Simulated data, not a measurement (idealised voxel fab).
The process module presented herein is designated voxel ribs on slabs.
The cross-section on display is named cut; it measures 285 nm wide, and its cells are 5 nm squares.
Cross-section layout: square cells on a grid; listed as bands, top to bottom; a band spans one or more cell rows.
What a band's entry tells you: where the top is and where the bottom is, as heights in nm, and after that what lies inside, material by material from left to right, each with its width in nm. Empty space is written as the word "empty", and a single material marked with the word "everywhere" occupies the band from edge to edge.
Where do heights start? At 0: under that level the wafer as delivered is made of one material only. And the lowest band has no floor; it just carries on downward, as in "0..down".
The notation "30..40" denotes a width that varies across the rows of cells in the band, beginning at the first number in the top row, finishing at the second number in the bottom row, and changing by an identical amount from each row to the next.
When a step is marked "same as before", none of the cells in the cross-section changed during that step.
In "Sealed internal cavities" the enclosed voids are listed, meaning empty spaces of 8 cells or larger without any opening to the top. The form is width x height at distance, distance from the left edge, units nm.
Formally, on a step line, whatever follows the settings is a remark that the simulator itself makes on the step.
overlay nm: step with mask; distance mask lay right of planned place; negative value = left of planned place.

[Below is the list of planned process steps]
1. RECEIVE with material Si
2. DIRECTIONAL_DEP with material SiO2, thk nm 20
3. DIRECTIONAL_DEP with material polySi, thk nm 15
4. PATTERN with tone cover, mask id RIB, material resist, width nm 20, thk nm 15, overlay nm 0
5. DIRECTIONAL_ETCH with etch materials polySi, depth nm 5
6. STRIP with etch materials resist
7. MASKED_ETCH with tone cover, mask id SLAB, width nm 60, etch materials polySi, depth nm 10, overlay nm 0
8. FILL_DEP with material SiO2, thk nm 20
9. CMP with height nm 50
10. DIRECTIONAL_DEP with material TiN, thk nm 5
11. PATTERN with tone cover, mask id HEATER, material resist, width nm 30, thk nm 20, overlay nm 0
12. DIRECTIONAL_ETCH with etch materials TiN, depth nm 5
13. STRIP with etch materials resist
14. CONFORMAL_DEP with material SiN, thk nm 10

[Cross-sectional view of the wafer in its as-received condition, corresponding to the state after step 1]
	0..down | Si everywhere
	Sealed internal cavities: none

[a wafer at the end: this start, this plan, one mistake]
	65..60 | empty=115; SiN=50; empty=120
	60..55 | SiN everywhere
	55..50 | SiN=125; TiN=30; SiN=130
	50..45 | SiO2=130; polySi=20; SiO2=135
	45..35 | SiO2=110; polySi=60; SiO2=115
	35..20 | polySi everywhere
	20..0 | SiO2 everywhere
	0..down | Si everywhere
	Sealed internal cavities: none
Processing error: the plan's step 3 ran twice
